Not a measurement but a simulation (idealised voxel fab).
Process module name: voxel air gaps
The width of the displayed cross-section, cut, is 295 nm; its cells are square, with a size of 5 nm.
Cross-sections here: square-cell grids, written as top-down lists of bands, a band being one or more rows of cells.
Read a band's entry like this: the first values are the height of its top and the height of its bottom in nm, and what follows is the sequence of materials from left to right, each with its width in nm. Note that "empty" is empty space, and that a single material marked "full width" reaches across the band from edge to edge.
Heads up on the height convention: 0 is the point under which the incoming wafer is all one material, and the lowest band has no bottom, it just keeps going down, like "0 down".
A width given as "30 to 40" starts at the first number in the band's top row and ends at the second number in its bottom row, shifting by an equal amount at every step from row to row.
The designation "no change", where it is given for a processing step, indicates that no cell of the cross-section was altered in the course of that step.
What "Completely sealed voids" gives you is every empty space of 8 cells or more that is cut off from the top. Each appears as width x height at distance, with the distance taken from the left edge and width, height and distance all in nm.
Formally, on a step line, whatever follows the settings is a remark that the simulator itself makes on the step.
On any step carrying a mask, the "overlay nm" setting, if present on the step's line, tells how far right of its planned place the mask lay; negative values point to the left.
The following list gives the planned process steps:
step 1: RECEIVE (material Si)
step 2: CONFORMAL_DEP (material SiO2; thk nm 15)
step 3: CONFORMAL_DEP (material SiCN; thk nm 5)
step 4: DIRECTIONAL_DEP (material SiO2; thk nm 40)
step 5: PATTERN (tone open; mask id LINES; material resist; width nm 20; pitch nm 45; thk nm 15; overlay nm 0)
step 6: DIRECTIONAL_ETCH (etch materials SiO2; depth nm 40)
step 7: STRIP (etch materials resist)
step 8: CONFORMAL_DEP (material TiN; thk nm 5)
step 9: FILL_DEP (material Ru; thk nm 10)
step 10: CMP (height nm 60)
step 11: EPI (material Ru; thk nm 10)
step 12: SELECTIVE_ETCH (etch materials SiO2; depth nm 50)
step 13: CONFORMAL_DEP (material SiCN; thk nm 5)
The first of the two wafers, which ran as planned:
As-received wafer cross-section (after step 1):
0 down: Si full width
Completely sealed voids: none
Upon completion of step 2, the wafer appears in cross-section as shown:
15 to 0: SiO2 full width
Below 0, no change.
Upon completion of step 3, the wafer appears in cross-section as shown:
20 to 15: SiCN full width
Below 15, no change.
Upon completion of step 4, the wafer appears in cross-section as shown:
60 to 20: SiO2 full width
Below 20, no change.
Upon completion of step 5, the wafer appears in cross-section as shown:
75 to 60: 70 nm resist | 20 nm empty | 25 nm resist | 20 nm empty | 25 nm resist | 20 nm empty | 25 nm resist | 20 nm empty | 70 nm resist
Below 60, no change.
Upon completion of step 6, the wafer appears in cross-section as shown:
75 to 60: 70 nm resist | 20 nm empty | 25 nm resist | 20 nm empty | 25 nm resist | 20 nm empty | 25 nm resist | 20 nm empty | 70 nm resist
60 to 20: 70 nm SiO2 | 20 nm empty | 25 nm SiO2 | 20 nm empty | 25 nm SiO2 | 20 nm empty | 25 nm SiO2 | 20 nm empty | 70 nm SiO2
Below 20, no change.
Upon completion of step 7, the wafer appears in cross-section as shown:
60 to 20: 70 nm SiO2 | 20 nm empty | 25 nm SiO2 | 20 nm empty | 25 nm SiO2 | 20 nm empty | 25 nm SiO2 | 20 nm empty | 70 nm SiO2
Below 20, no change.
Upon completion of step 8, the wafer appears in cross-section as shown:
65 to 60: 75 nm TiN | 10 nm empty | 35 nm TiN | 10 nm empty | 35 nm TiN | 10 nm empty | 35 nm TiN | 10 nm empty | 75 nm TiN
60 to 25: 70 nm SiO2 | 5 nm TiN | 10 nm empty | 5 nm TiN | 25 nm SiO2 | 5 nm TiN | 10 nm empty | 5 nm TiN | 25 nm SiO2 | 5 nm TiN | 10 nm empty | 5 nm TiN | 25 nm SiO2 | 5 nm TiN | 10 nm empty | 5 nm TiN | 70 nm SiO2
25 to 20: 70 nm SiO2 | 20 nm TiN | 25 nm SiO2 | 20 nm TiN | 25 nm SiO2 | 20 nm TiN | 25 nm SiO2 | 20 nm TiN | 70 nm SiO2
Below 20, no change.
Upon completion of step 9, the wafer appears in cross-section as shown:
75 to 65: Ru full width
65 to 60: 75 nm TiN | 10 nm Ru | 35 nm TiN | 10 nm Ru | 35 nm TiN | 10 nm Ru | 35 nm TiN | 10 nm Ru | 75 nm TiN
60 to 25: 70 nm SiO2 | 5 nm TiN | 10 nm Ru | 5 nm TiN | 25 nm SiO2 | 5 nm TiN | 10 nm Ru | 5 nm TiN | 25 nm SiO2 | 5 nm TiN | 10 nm Ru | 5 nm TiN | 25 nm SiO2 | 5 nm TiN | 10 nm Ru | 5 nm TiN | 70 nm SiO2
Below 25, no change.
Upon completion of step 10, the wafer appears in cross-section as shown:
60 to 25: 70 nm SiO2 | 5 nm TiN | 10 nm Ru | 5 nm TiN | 25 nm SiO2 | 5 nm TiN | 10 nm Ru | 5 nm TiN | 25 nm SiO2 | 5 nm TiN | 10 nm Ru | 5 nm TiN | 25 nm SiO2 | 5 nm TiN | 10 nm Ru | 5 nm TiN | 70 nm SiO2
Below 25, no change.
Upon completion of step 11, the wafer appears in cross-section as shown:
70 to 60: 60 nm empty | 40 nm Ru | 5 nm empty | 40 nm Ru | 5 nm empty | 40 nm Ru | 5 nm empty | 40 nm Ru | 60 nm empty
Below 60, no change.
Upon completion of step 12, the wafer appears in cross-section as shown:
70 to 60: 60 nm empty | 40 nm Ru | 5 nm empty | 40 nm Ru | 5 nm empty | 40 nm Ru | 5 nm empty | 40 nm Ru | 60 nm empty
60 to 25: 70 nm empty | 5 nm TiN | 10 nm Ru | 5 nm TiN | 25 nm empty | 5 nm TiN | 10 nm Ru | 5 nm TiN | 25 nm empty | 5 nm TiN | 10 nm Ru | 5 nm TiN | 25 nm empty | 5 nm TiN | 10 nm Ru | 5 nm TiN | 70 nm empty
25 to 20: 70 nm empty | 20 nm TiN | 25 nm empty | 20 nm TiN | 25 nm empty | 20 nm TiN | 25 nm empty | 20 nm TiN | 70 nm empty
Below 20, no change.
Upon completion of step 13, the wafer appears in cross-section as shown:
75 to 70: 55 nm empty | 185 nm SiCN | 55 nm empty
70 to 60: 55 nm empty | 5 nm SiCN | 40 nm Ru | 5 nm SiCN | 40 nm Ru | 5 nm SiCN | 40 nm Ru | 5 nm SiCN | 40 nm Ru | 5 nm SiCN | 55 nm empty
60 to 55: 55 nm empty | 15 nm SiCN | 5 nm TiN | 10 nm Ru | 5 nm TiN | 25 nm SiCN | 5 nm TiN | 10 nm Ru | 5 nm TiN | 25 nm SiCN | 5 nm TiN | 10 nm Ru | 5 nm TiN | 25 nm SiCN | 5 nm TiN | 10 nm Ru | 5 nm TiN | 15 nm SiCN | 55 nm empty
55 to 25: 65 nm empty | 5 nm SiCN | 5 nm TiN | 10 nm Ru | 5 nm TiN | 5 nm SiCN | 15 nm empty | 5 nm SiCN | 5 nm TiN | 10 nm Ru | 5 nm TiN | 5 nm SiCN | 15 nm empty | 5 nm SiCN | 5 nm TiN | 10 nm Ru | 5 nm TiN | 5 nm SiCN | 15 nm empty | 5 nm SiCN | 5 nm TiN | 10 nm Ru | 5 nm TiN | 5 nm SiCN | 65 nm empty
25 to 20: 70 nm SiCN | 20 nm TiN | 25 nm SiCN | 20 nm TiN | 25 nm SiCN | 20 nm TiN | 25 nm SiCN | 20 nm TiN | 70 nm SiCN
Below 20, no change.
Completely sealed voids: 15 x 30 at 95; 15 x 30 at 140; 15 x 30 at 185
Second wafer - shared start and plan with the first - one error in running - same as the first up to step 4 inclusive:
Second wafer, cut view, end of step 5 per plan:
75 to 60: 65 nm resist | 30 nm empty | 15 nm resist | 30 nm empty | 15 nm resist | 30 nm empty | 15 nm resist | 30 nm empty | 65 nm resist
Below 60, no change.
Second wafer, cut view, end of step 6 per plan:
75 to 60: 65 nm resist | 30 nm empty | 15 nm resist | 30 nm empty | 15 nm resist | 30 nm empty | 15 nm resist | 30 nm empty | 65 nm resist
60 to 20: 65 nm SiO2 | 30 nm empty | 15 nm SiO2 | 30 nm empty | 15 nm SiO2 | 30 nm empty | 15 nm SiO2 | 30 nm empty | 65 nm SiO2
Below 20, no change.
Second wafer, cut view, end of step 7 per plan:
60 to 20: 65 nm SiO2 | 30 nm empty | 15 nm SiO2 | 30 nm empty | 15 nm SiO2 | 30 nm empty | 15 nm SiO2 | 30 nm empty | 65 nm SiO2
Below 20, no change.
Second wafer, cut view, end of step 8 per plan:
65 to 60: 70 nm TiN | 20 nm empty | 25 nm TiN | 20 nm empty | 25 nm TiN | 20 nm empty | 25 nm TiN | 20 nm empty | 70 nm TiN
60 to 25: 65 nm SiO2 | 5 nm TiN | 20 nm empty | 5 nm TiN | 15 nm SiO2 | 5 nm TiN | 20 nm empty | 5 nm TiN | 15 nm SiO2 | 5 nm TiN | 20 nm empty | 5 nm TiN | 15 nm SiO2 | 5 nm TiN | 20 nm empty | 5 nm TiN | 65 nm SiO2
25 to 20: 65 nm SiO2 | 30 nm TiN | 15 nm SiO2 | 30 nm TiN | 15 nm SiO2 | 30 nm TiN | 15 nm SiO2 | 30 nm TiN | 65 nm SiO2
Below 20, no change.
Second wafer, cut view, end of step 9 per plan:
75 to 65: Ru full width
65 to 60: 70 nm TiN | 20 nm Ru | 25 nm TiN | 20 nm Ru | 25 nm TiN | 20 nm Ru | 25 nm TiN | 20 nm Ru | 70 nm TiN
60 to 25: 65 nm SiO2 | 5 nm TiN | 20 nm Ru | 5 nm TiN | 15 nm SiO2 | 5 nm TiN | 20 nm Ru | 5 nm TiN | 15 nm SiO2 | 5 nm TiN | 20 nm Ru | 5 nm TiN | 15 nm SiO2 | 5 nm TiN | 20 nm Ru | 5 nm TiN | 65 nm SiO2
Below 25, no change.
Second wafer, cut view, end of step 10 per plan:
60 to 25: 65 nm SiO2 | 5 nm TiN | 20 nm Ru | 5 nm TiN | 15 nm SiO2 | 5 nm TiN | 20 nm Ru | 5 nm TiN | 15 nm SiO2 | 5 nm TiN | 20 nm Ru | 5 nm TiN | 15 nm SiO2 | 5 nm TiN | 20 nm Ru | 5 nm TiN | 65 nm SiO2
Below 25, no change.
Second wafer, cut view, end of step 11 per plan:
70 to 60: 55 nm empty | 185 nm Ru | 55 nm empty
Below 60, no change.
Second wafer, cut view, end of step 12 per plan:
70 to 60: 55 nm empty | 185 nm Ru | 55 nm empty
60 to 25: 65 nm empty | 5 nm TiN | 20 nm Ru | 5 nm TiN | 15 nm SiO2 | 5 nm TiN | 20 nm Ru | 5 nm TiN | 15 nm SiO2 | 5 nm TiN | 20 nm Ru | 5 nm TiN | 15 nm SiO2 | 5 nm TiN | 20 nm Ru | 5 nm TiN | 65 nm empty
25 to 20: 65 nm empty | 30 nm TiN | 15 nm SiO2 | 30 nm TiN | 15 nm SiO2 | 30 nm TiN | 15 nm SiO2 | 30 nm TiN | 65 nm empty
Below 20, no change.
Second wafer, cut view, end of step 13 per plan:
75 to 70: 50 nm empty | 195 nm SiCN | 50 nm empty
70 to 60: 50 nm empty | 5 nm SiCN | 185 nm Ru | 5 nm SiCN | 50 nm empty
60 to 55: 50 nm empty | 15 nm SiCN | 5 nm TiN | 20 nm Ru | 5 nm TiN | 15 nm SiO2 | 5 nm TiN | 20 nm Ru | 5 nm TiN | 15 nm SiO2 | 5 nm TiN | 20 nm Ru | 5 nm TiN | 15 nm SiO2 | 5 nm TiN | 20 nm Ru | 5 nm TiN | 15 nm SiCN | 50 nm empty
55 to 25: 60 nm empty | 5 nm SiCN | 5 nm TiN | 20 nm Ru | 5 nm TiN | 15 nm SiO2 | 5 nm TiN | 20 nm Ru | 5 nm TiN | 15 nm SiO2 | 5 nm TiN | 20 nm Ru | 5 nm TiN | 15 nm SiO2 | 5 nm TiN | 20 nm Ru | 5 nm TiN | 5 nm SiCN | 60 nm empty
25 to 20: 65 nm SiCN | 30 nm TiN | 15 nm SiO2 | 30 nm TiN | 15 nm SiO2 | 30 nm TiN | 15 nm SiO2 | 30 nm TiN | 65 nm SiCN
Below 20, no change.
Which mistake was made when the wafer was run? step 5 ran with different settings than intended, the actual operation and settings being PATTERN (tone open; mask id LINES; material resist; width nm 30; pitch nm 45; thk nm 15; overlay nm 0)
FYI, end of process, the second wafer has more or fewer cells of some materials than the first: Ru: 66 more | SiCN: 72 fewer | SiO2: 72 more | TiN: 8 more
closed voids at the end (first wafer, second wafer): 3, 0
